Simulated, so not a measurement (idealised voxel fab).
The following process module bears the name voxel self aligned vias.
It is cross-section cut that appears here, measuring 225 nm in width, its square cells being 5 nm in size.
Format of a cross-section: grid, square cells. Given as bands. Order: top down. Band: one or more rows of cells. It is stipulated that each band's entry specify, in nanometres, the height of the top of the band and then that of its bottom, followed by the materials of the band in left-to-right sequence, each together with its width in nanometres. A single material marked by the word "full width" is understood to fill the band from edge to edge; the word "empty" is understood to denote empty space. The reference from which all heights are counted is 0, the level beneath which the as-received wafer is entirely one material; the lowest band, having no lower bound, proceeds downward and is written after the example "top 0, no bottom". Width spec "30 to 40" -> top row of cells at first value, bottom row at second value, equal per-row change in between. When a step is marked "nothing was modified", none of the cells in the cross-section changed during that step. Look at "Entrapped voids" for the closed voids: empty spaces with no open path to the top, sized 8 cells or up. Each is width x height at distance, distance from the left edge, all nm. What comes after the settings on a step's line is commentary from the simulator itself on that step. What "overlay nm" on a step's line means: if the step has a mask, that mask lay this far to the right of its planned place, or, when the value is negative, to the left.

-- Planned step list for the process
1) RECEIVE [material Si]
2) CONFORMAL_DEP [material SiO2] [thk nm 10]
3) CONFORMAL_DEP [material SiCN] [thk nm 5]
4) DIRECTIONAL_DEP [material SiO2] [thk nm 20]
5) MASKED_ETCH [tone open] [mask id LINES] [width nm 30] [pitch nm 70] [etch materials SiO2] [depth nm 20] [overlay nm 0]
6) CONFORMAL_DEP [material TiN] [thk nm 5]
7) FILL_DEP [material W] [thk nm 5]
8) CMP [height nm 35]
9) SELECTIVE_ETCH [etch materials W Ru TiN] [depth nm 10]
10) FILL_DEP [material SiN] [thk nm 5]
11) CMP [height nm 25]
12) DIRECTIONAL_DEP [material SiO2] [thk nm 20]
13) DIRECTIONAL_DEP [material aC] [thk nm 10]
14) PATTERN [tone open] [mask id VIAS] [material resist] [width nm 40] [pitch nm 140] [thk nm 25] [overlay nm 0]
15) DIRECTIONAL_ETCH [etch materials aC] [depth nm 10]
16) STRIP [etch materials resist]
17) DIRECTIONAL_ETCH [etch materials SiO2] [depth nm 20]
18) DIRECTIONAL_ETCH [etch materials SiN] [depth nm 10]
19) STRIP [etch materials aC]
20) CONFORMAL_DEP [material TiN] [thk nm 5]
21) FILL_DEP [material Ru] [thk nm 5]
22) CMP [height nm 55]
23) CONFORMAL_DEP [material SiCN] [thk nm 5]
The height nm used in step 11 is not the same on every wafer, whereas the starting condition is; the value printed in the plan is the first wafer's.

-- Cross-section of the first of several wafers on receipt, reflecting completion of step 1
* top 0, no bottom  Si full width
* Entrapped voids: none

-- The cross-section of the first of several wafers is given below for the end of the module, after its final step, step 23
* top 60, bottom 55  SiCN full width
* top 55, bottom 50  Ru full width
* top 50, bottom 45  25 TiN, then 30 Ru, then 110 TiN, then 30 Ru, then 30 TiN
* top 45, bottom 30  20 SiO2, then 5 TiN, then 30 Ru, then 5 TiN, then 100 SiO2, then 5 TiN, then 30 Ru, then 5 TiN, then 25 SiO2
* top 30, bottom 25  20 SiO2, then 40 TiN, then 100 SiO2, then 40 TiN, then 25 SiO2
* top 25, bottom 20  25 SiO2, then 5 TiN, then 20 W, then 5 TiN, then 40 SiO2, then 5 TiN, then 20 W, then 5 TiN, then 40 SiO2, then 5 TiN, then 20 W, then 5 TiN, then 30 SiO2
* top 20, bottom 15  25 SiO2, then 30 TiN, then 40 SiO2, then 30 TiN, then 40 SiO2, then 30 TiN, then 30 SiO2
* top 15, bottom 10  SiCN full width
* top 10, bottom 0  SiO2 full width
* top 0, no bottom  Si full width
* Entrapped voids: none

-- Last wafer of the set, cross-sectioned at end of module
* top 60, bottom 55  SiCN full width
* top 55, bottom 40  20 SiO2, then 5 TiN, then 30 Ru, then 5 TiN, then 100 SiO2, then 5 TiN, then 30 Ru, then 5 TiN, then 25 SiO2
* top 40, bottom 35  20 SiN, then 10 TiN, then 20 Ru, then 10 TiN, then 100 SiN, then 10 TiN, then 20 Ru, then 10 TiN, then 25 SiN
* top 35, bottom 30  25 SiO2, then 30 TiN, then 40 SiO2, then 30 SiN, then 40 SiO2, then 30 TiN, then 30 SiO2
* top 30, bottom 25  25 SiO2, then 30 SiN, then 40 SiO2, then 30 SiN, then 40 SiO2, then 30 SiN, then 30 SiO2
* top 25, bottom 20  25 SiO2, then 5 TiN, then 20 W, then 5 TiN, then 40 SiO2, then 5 TiN, then 20 W, then 5 TiN, then 40 SiO2, then 5 TiN, then 20 W, then 5 TiN, then 30 SiO2
* top 20, bottom 15  25 SiO2, then 30 TiN, then 40 SiO2, then 30 TiN, then 40 SiO2, then 30 TiN, then 30 SiO2
* top 15, bottom 10  SiCN full width
* top 10, bottom 0  SiO2 full width
* top 0, no bottom  Si full width
* Entrapped voids: none

-- Row per wafer, end-of-module: cell gain (+)/loss (-) by material since the wafer came in, then closed voids
height nm 25, +93 Ru, +90 SiCN, +260 SiO2, +85 TiN, +12 W, Entrapped voids: none
height nm 30, +56 Ru, +90 SiCN, +6 SiN, +287 SiO2, +89 TiN, +12 W, Entrapped voids: none
height nm 35, +52 Ru, +90 SiCN, +12 SiN, +314 SiO2, +60 TiN, +12 W, Entrapped voids: none
height nm 40, +44 Ru, +90 SiCN, +53 SiN, +285 SiO2, +56 TiN, +12 W, Entrapped voids: none
